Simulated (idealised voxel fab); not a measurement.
process module | voxel wiring stack
cross-section cut | 290 nm wide | cells 5 nm
A cross-section is a grid of square cells, given in bands from the top down. A band is one or more rows of cells.
Each band's line starts with the height of the band's top and of its bottom, in nm. Then come its materials from left to right, each with its width in nm. One material with "throughout" fills the band from edge to edge. "air" is empty space.
Height 0 is the level under which the wafer as received is all one material. The lowest band goes on downwards, as in "0 down".
A width such as "30 to 40" changes by the same amount from each row of cells to the next, from the band's top row to its bottom row.
"no change" after a step means that no cell of the cross-section changed.
closed voids: empty space of 8 cells or more with no open way to the top, each as width x height at its distance from the left edge, in nm
after a step's settings: what the simulator itself notes on the step
overlay nm, on a step with a mask: how far to the right of its planned place the mask lay; to the left if negative
plan
1 op RECEIVE | material Si
2 op CONFORMAL_DEP | material SiO2 | thk nm 15
3 op DIRECTIONAL_DEP | material TiN | thk nm 5
4 op DIRECTIONAL_DEP | material W | thk nm 20
5 op DIRECTIONAL_DEP | material aC | thk nm 10
6 op PATTERN | tone cover | mask id METAL_1 | material resist | width nm 30 | pitch nm 60 | thk nm 25 | overlay nm 0
7 op DIRECTIONAL_ETCH | etch materials aC | depth nm 10
8 op STRIP | etch materials resist
9 op DIRECTIONAL_ETCH | etch materials W | depth nm 20
10 op DIRECTIONAL_ETCH | etch materials TiN | depth nm 5
11 op STRIP | etch materials aC
12 op FILL_DEP | material SiO2 | thk nm 5
13 op CMP | height nm 40
14 op CONFORMAL_DEP | material SiCN | thk nm 5
15 op DIRECTIONAL_DEP | material lowk | thk nm 30
16 op PATTERN | tone open | mask id METAL_2_HOLES | material resist | width nm 15 | pitch nm 120 | thk nm 15 | overlay nm 0
17 op DIRECTIONAL_ETCH | etch materials lowk | depth nm 30
18 op STRIP | etch materials resist
19 op PATTERN | tone open | mask id METAL_2 | material resist | width nm 30 | pitch nm 60 | thk nm 20 | overlay nm 0
20 op DIRECTIONAL_ETCH | etch materials lowk | depth nm 20
21 op DIRECTIONAL_ETCH | etch materials SiCN | depth nm 5
22 op STRIP | etch materials resist
23 op CONFORMAL_DEP | material TiN | thk nm 5
24 op FILL_DEP | material Cu | thk nm 10
25 op CMP | height nm 75
26 op CONFORMAL_DEP | material SiCN | thk nm 5
27 op DIRECTIONAL_DEP | material SiO2 | thk nm 15
28 op PATTERN | tone open | mask id PLUG_2 | material resist | width nm 15 | pitch nm 60 | thk nm 15 | overlay nm 0
29 op DIRECTIONAL_ETCH | etch materials SiO2 | depth nm 15
30 op DIRECTIONAL_ETCH | etch materials SiCN | depth nm 5
31 op STRIP | etch materials resist
32 op EPI | material Ru | thk nm 10
33 op EPI | material Ru | thk nm 10
34 op DIRECTIONAL_DEP | material TiN | thk nm 5
35 op DIRECTIONAL_DEP | material W | thk nm 20
36 op DIRECTIONAL_DEP | material aC | thk nm 10
37 op PATTERN | tone cover | mask id METAL_3 | material resist | width nm 30 | pitch nm 60 | thk nm 25 | overlay nm 0
38 op DIRECTIONAL_ETCH | etch materials aC | depth nm 10
39 op STRIP | etch materials resist
40 op DIRECTIONAL_ETCH | etch materials W | depth nm 20
41 op DIRECTIONAL_ETCH | etch materials TiN | depth nm 5
42 op STRIP | etch materials aC
43 op FILL_DEP | material lowk | thk nm 5
44 op CMP | height nm 120
45 op CONFORMAL_DEP | material SiCN | thk nm 5
first wafer, as planned
as received, after step 1
  0 down: Si throughout
  closed voids: none
after step 2
  15 to 0: SiO2 throughout
  below 0: unchanged
after step 3
  20 to 15: TiN throughout
  below 15: unchanged
after step 4
  40 to 20: W throughout
  below 20: unchanged
after step 5
  50 to 40: aC throughout
  below 40: unchanged
after step 6
  75 to 50: air 70 | resist 30 | air 30 | resist 30 | air 30 | resist 30 | air 70
  below 50: unchanged
after step 7
  65 to 50: air 70 | resist 30 | air 30 | resist 30 | air 30 | resist 30 | air 70
  50 to 40: air 70 | aC 30 | air 30 | aC 30 | air 30 | aC 30 | air 70
  below 40: unchanged
after step 8
  50 to 40: air 70 | aC 30 | air 30 | aC 30 | air 30 | aC 30 | air 70
  below 40: unchanged
after step 9
  50 to 40: air 70 | aC 30 | air 30 | aC 30 | air 30 | aC 30 | air 70
  40 to 20: air 70 | W 30 | air 30 | W 30 | air 30 | W 30 | air 70
  below 20: unchanged
after step 10
  50 to 40: air 70 | aC 30 | air 30 | aC 30 | air 30 | aC 30 | air 70
  40 to 20: air 70 | W 30 | air 30 | W 30 | air 30 | W 30 | air 70
  20 to 15: air 70 | TiN 30 | air 30 | TiN 30 | air 30 | TiN 30 | air 70
  below 15: unchanged
after step 11
  40 to 20: air 70 | W 30 | air 30 | W 30 | air 30 | W 30 | air 70
  below 20: unchanged
after step 12
  45 to 40: SiO2 throughout
  40 to 20: SiO2 70 | W 30 | SiO2 30 | W 30 | SiO2 30 | W 30 | SiO2 70
  20 to 15: SiO2 70 | TiN 30 | SiO2 30 | TiN 30 | SiO2 30 | TiN 30 | SiO2 70
  below 15: unchanged
after step 13
  40 to 20: SiO2 70 | W 30 | SiO2 30 | W 30 | SiO2 30 | W 30 | SiO2 70
  below 20: unchanged
after step 14
  45 to 40: SiCN throughout
  below 40: unchanged
after step 15
  75 to 45: lowk throughout
  below 45: unchanged
after step 16
  90 to 75: resist 70 | air 15 | resist 105 | air 15 | resist 85
  below 75: unchanged
after step 17
  90 to 75: resist 70 | air 15 | resist 105 | air 15 | resist 85
  75 to 45: lowk 70 | air 15 | lowk 105 | air 15 | lowk 85
  below 45: unchanged
after step 18
  75 to 45: lowk 70 | air 15 | lowk 105 | air 15 | lowk 85
  below 45: unchanged
after step 19
  95 to 75: resist 70 | air 30 | resist 30 | air 30 | resist 30 | air 30 | resist 70
  below 75: unchanged
after step 20
  95 to 75: resist 70 | air 30 | resist 30 | air 30 | resist 30 | air 30 | resist 70
  75 to 55: lowk 70 | air 30 | lowk 30 | air 30 | lowk 30 | air 30 | lowk 70
  below 55: unchanged
after step 21
  95 to 75: resist 70 | air 30 | resist 30 | air 30 | resist 30 | air 30 | resist 70
  75 to 55: lowk 70 | air 30 | lowk 30 | air 30 | lowk 30 | air 30 | lowk 70
  55 to 45: lowk 70 | air 15 | lowk 105 | air 15 | lowk 85
  45 to 40: SiCN 70 | air 15 | SiCN 105 | air 15 | SiCN 85
  below 40: unchanged
after step 22
  75 to 55: lowk 70 | air 30 | lowk 30 | air 30 | lowk 30 | air 30 | lowk 70
  below 55: unchanged
after step 23
  80 to 75: TiN 75 | air 20 | TiN 40 | air 20 | TiN 40 | air 20 | TiN 75
  75 to 60: lowk 70 | TiN 5 | air 20 | TiN 5 | lowk 30 | TiN 5 | air 20 | TiN 5 | lowk 30 | TiN 5 | air 20 | TiN 5 | lowk 70
  60 to 55: lowk 70 | TiN 5 | air 5 | TiN 20 | lowk 30 | TiN 30 | lowk 30 | TiN 5 | air 5 | TiN 20 | lowk 70
  55 to 45: lowk 70 | TiN 5 | air 5 | TiN 5 | lowk 105 | TiN 5 | air 5 | TiN 5 | lowk 85
  45 to 40: SiCN 70 | TiN 15 | SiCN 105 | TiN 15 | SiCN 85
  below 40: unchanged
after step 24
  90 to 80: Cu throughout
  80 to 75: TiN 75 | Cu 20 | TiN 40 | Cu 20 | TiN 40 | Cu 20 | TiN 75
  75 to 60: lowk 70 | TiN 5 | Cu 20 | TiN 5 | lowk 30 | TiN 5 | Cu 20 | TiN 5 | lowk 30 | TiN 5 | Cu 20 | TiN 5 | lowk 70
  60 to 55: lowk 70 | TiN 5 | Cu 5 | TiN 20 | lowk 30 | TiN 30 | lowk 30 | TiN 5 | Cu 5 | TiN 20 | lowk 70
  55 to 45: lowk 70 | TiN 5 | Cu 5 | TiN 5 | lowk 105 | TiN 5 | Cu 5 | TiN 5 | lowk 85
  below 45: unchanged
after step 25
  75 to 60: lowk 70 | TiN 5 | Cu 20 | TiN 5 | lowk 30 | TiN 5 | Cu 20 | TiN 5 | lowk 30 | TiN 5 | Cu 20 | TiN 5 | lowk 70
  below 60: unchanged
after step 26
  80 to 75: SiCN throughout
  below 75: unchanged
after step 27
  95 to 80: SiO2 throughout
  below 80: unchanged
after step 28
  110 to 95: resist 70 | air 15 | resist 45 | air 15 | resist 45 | air 15 | resist 85
  below 95: unchanged
after step 29
  110 to 95: resist 70 | air 15 | resist 45 | air 15 | resist 45 | air 15 | resist 85
  95 to 80: SiO2 70 | air 15 | SiO2 45 | air 15 | SiO2 45 | air 15 | SiO2 85
  below 80: unchanged
after step 30
  110 to 95: resist 70 | air 15 | resist 45 | air 15 | resist 45 | air 15 | resist 85
  95 to 80: SiO2 70 | air 15 | SiO2 45 | air 15 | SiO2 45 | air 15 | SiO2 85
  80 to 75: SiCN 70 | air 15 | SiCN 45 | air 15 | SiCN 45 | air 15 | SiCN 85
  below 75: unchanged
after step 31
  95 to 80: SiO2 70 | air 15 | SiO2 45 | air 15 | SiO2 45 | air 15 | SiO2 85
  below 80: unchanged
after step 32
  95 to 85: SiO2 70 | air 15 | SiO2 45 | air 15 | SiO2 45 | air 15 | SiO2 85
  85 to 80: SiO2 70 | Ru 15 | SiO2 45 | Ru 15 | SiO2 45 | Ru 15 | SiO2 85
  80 to 75: SiCN 70 | Ru 15 | SiCN 45 | Ru 15 | SiCN 45 | Ru 15 | SiCN 85
  below 75: unchanged
after step 33
  95 to 80: SiO2 70 | Ru 15 | SiO2 45 | Ru 15 | SiO2 45 | Ru 15 | SiO2 85
  below 80: unchanged
after step 34
  100 to 95: TiN throughout
  below 95: unchanged
after step 35
  120 to 100: W throughout
  below 100: unchanged
after step 36
  130 to 120: aC throughout
  below 120: unchanged
after step 37
  155 to 130: air 70 | resist 30 | air 30 | resist 30 | air 30 | resist 30 | air 70
  below 130: unchanged
after step 38
  145 to 130: air 70 | resist 30 | air 30 | resist 30 | air 30 | resist 30 | air 70
  130 to 120: air 70 | aC 30 | air 30 | aC 30 | air 30 | aC 30 | air 70
  below 120: unchanged
after step 39
  130 to 120: air 70 | aC 30 | air 30 | aC 30 | air 30 | aC 30 | air 70
  below 120: unchanged
after step 40
  130 to 120: air 70 | aC 30 | air 30 | aC 30 | air 30 | aC 30 | air 70
  120 to 100: air 70 | W 30 | air 30 | W 30 | air 30 | W 30 | air 70
  below 100: unchanged
after step 41
  130 to 120: air 70 | aC 30 | air 30 | aC 30 | air 30 | aC 30 | air 70
  120 to 100: air 70 | W 30 | air 30 | W 30 | air 30 | W 30 | air 70
  100 to 95: air 70 | TiN 30 | air 30 | TiN 30 | air 30 | TiN 30 | air 70
  below 95: unchanged
after step 42
  120 to 100: air 70 | W 30 | air 30 | W 30 | air 30 | W 30 | air 70
  below 100: unchanged
after step 43
  125 to 120: lowk throughout
  120 to 100: lowk 70 | W 30 | lowk 30 | W 30 | lowk 30 | W 30 | lowk 70
  100 to 95: lowk 70 | TiN 30 | lowk 30 | TiN 30 | lowk 30 | TiN 30 | lowk 70
  below 95: unchanged
after step 44
  120 to 100: lowk 70 | W 30 | lowk 30 | W 30 | lowk 30 | W 30 | lowk 70
  below 100: unchanged
after step 45
  125 to 120: SiCN throughout
  below 120: unchanged
second wafer: like start, like plan, one mistake. Through step 13 it matches the first wafer
when step 14 should have ended
  70 to 40: lowk throughout
  below 40: unchanged
when step 15 should have ended
  75 to 70: SiCN throughout
  below 70: unchanged
when step 16 should have ended
  90 to 75: resist 70 | air 15 | resist 105 | air 15 | resist 85
  below 75: unchanged
when step 17 should have ended: no change
when step 18 should have ended
  75 to 70: SiCN throughout
  below 70: unchanged
when step 19 should have ended
  95 to 75: resist 70 | air 30 | resist 30 | air 30 | resist 30 | air 30 | resist 70
  below 75: unchanged
when step 20 should have ended: no change
when step 21 should have ended
  95 to 75: resist 70 | air 30 | resist 30 | air 30 | resist 30 | air 30 | resist 70
  75 to 70: SiCN 70 | air 30 | SiCN 30 | air 30 | SiCN 30 | air 30 | SiCN 70
  below 70: unchanged
when step 22 should have ended
  75 to 70: SiCN 70 | air 30 | SiCN 30 | air 30 | SiCN 30 | air 30 | SiCN 70
  below 70: unchanged
when step 23 should have ended
  80 to 75: TiN 75 | air 20 | TiN 40 | air 20 | TiN 40 | air 20 | TiN 75
  75 to 70: SiCN 70 | TiN 30 | SiCN 30 | TiN 30 | SiCN 30 | TiN 30 | SiCN 70
  below 70: unchanged
when step 24 should have ended
  90 to 80: Cu throughout
  80 to 75: TiN 75 | Cu 20 | TiN 40 | Cu 20 | TiN 40 | Cu 20 | TiN 75
  below 75: unchanged
when step 25 should have ended
  75 to 70: SiCN 70 | TiN 30 | SiCN 30 | TiN 30 | SiCN 30 | TiN 30 | SiCN 70
  below 70: unchanged
when step 26 should have ended
  80 to 75: SiCN throughout
  below 75: unchanged
when step 27 should have ended
  95 to 80: SiO2 throughout
  below 80: unchanged
when step 28 should have ended
  110 to 95: resist 70 | air 15 | resist 45 | air 15 | resist 45 | air 15 | resist 85
  below 95: unchanged
when step 29 should have ended
  110 to 95: resist 70 | air 15 | resist 45 | air 15 | resist 45 | air 15 | resist 85
  95 to 80: SiO2 70 | air 15 | SiO2 45 | air 15 | SiO2 45 | air 15 | SiO2 85
  below 80: unchanged
when step 30 should have ended
  110 to 95: resist 70 | air 15 | resist 45 | air 15 | resist 45 | air 15 | resist 85
  95 to 80: SiO2 70 | air 15 | SiO2 45 | air 15 | SiO2 45 | air 15 | SiO2 85
  80 to 75: SiCN 70 | air 15 | SiCN 45 | air 15 | SiCN 45 | air 15 | SiCN 85
  below 75: unchanged
when step 31 should have ended
  95 to 80: SiO2 70 | air 15 | SiO2 45 | air 15 | SiO2 45 | air 15 | SiO2 85
  below 80: unchanged
when step 32 should have ended
  95 to 85: SiO2 70 | air 15 | SiO2 45 | air 15 | SiO2 45 | air 15 | SiO2 85
  85 to 80: SiO2 70 | Ru 15 | SiO2 45 | Ru 15 | SiO2 45 | Ru 15 | SiO2 85
  80 to 75: SiCN 70 | Ru 15 | SiCN 45 | Ru 15 | SiCN 45 | Ru 15 | SiCN 85
  below 75: unchanged
when step 33 should have ended
  95 to 80: SiO2 70 | Ru 15 | SiO2 45 | Ru 15 | SiO2 45 | Ru 15 | SiO2 85
  below 80: unchanged
when step 34 should have ended
  100 to 95: TiN throughout
  below 95: unchanged
when step 35 should have ended
  120 to 100: W throughout
  below 100: unchanged
when step 36 should have ended
  130 to 120: aC throughout
  below 120: unchanged
when step 37 should have ended
  155 to 130: air 70 | resist 30 | air 30 | resist 30 | air 30 | resist 30 | air 70
  below 130: unchanged
when step 38 should have ended
  145 to 130: air 70 | resist 30 | air 30 | resist 30 | air 30 | resist 30 | air 70
  130 to 120: air 70 | aC 30 | air 30 | aC 30 | air 30 | aC 30 | air 70
  below 120: unchanged
when step 39 should have ended
  130 to 120: air 70 | aC 30 | air 30 | aC 30 | air 30 | aC 30 | air 70
  below 120: unchanged
when step 40 should have ended
  130 to 120: air 70 | aC 30 | air 30 | aC 30 | air 30 | aC 30 | air 70
  120 to 100: air 70 | W 30 | air 30 | W 30 | air 30 | W 30 | air 70
  below 100: unchanged
when step 41 should have ended
  130 to 120: air 70 | aC 30 | air 30 | aC 30 | air 30 | aC 30 | air 70
  120 to 100: air 70 | W 30 | air 30 | W 30 | air 30 | W 30 | air 70
  100 to 95: air 70 | TiN 30 | air 30 | TiN 30 | air 30 | TiN 30 | air 70
  below 95: unchanged
when step 42 should have ended
  120 to 100: air 70 | W 30 | air 30 | W 30 | air 30 | W 30 | air 70
  below 100: unchanged
when step 43 should have ended
  125 to 120: lowk throughout
  120 to 100: lowk 70 | W 30 | lowk 30 | W 30 | lowk 30 | W 30 | lowk 70
  100 to 95: lowk 70 | TiN 30 | lowk 30 | TiN 30 | lowk 30 | TiN 30 | lowk 70
  below 95: unchanged
when step 44 should have ended
  120 to 100: lowk 70 | W 30 | lowk 30 | W 30 | lowk 30 | W 30 | lowk 70
  below 100: unchanged
when step 45 should have ended
  125 to 120: SiCN throughout
  below 120: unchanged
what went wrong: steps 14 and 15 were swapped
at the end the second wafer has, in cells: 42 fewer of Cu | 12 fewer of SiCN | 30 fewer of TiN | 84 more of lowk
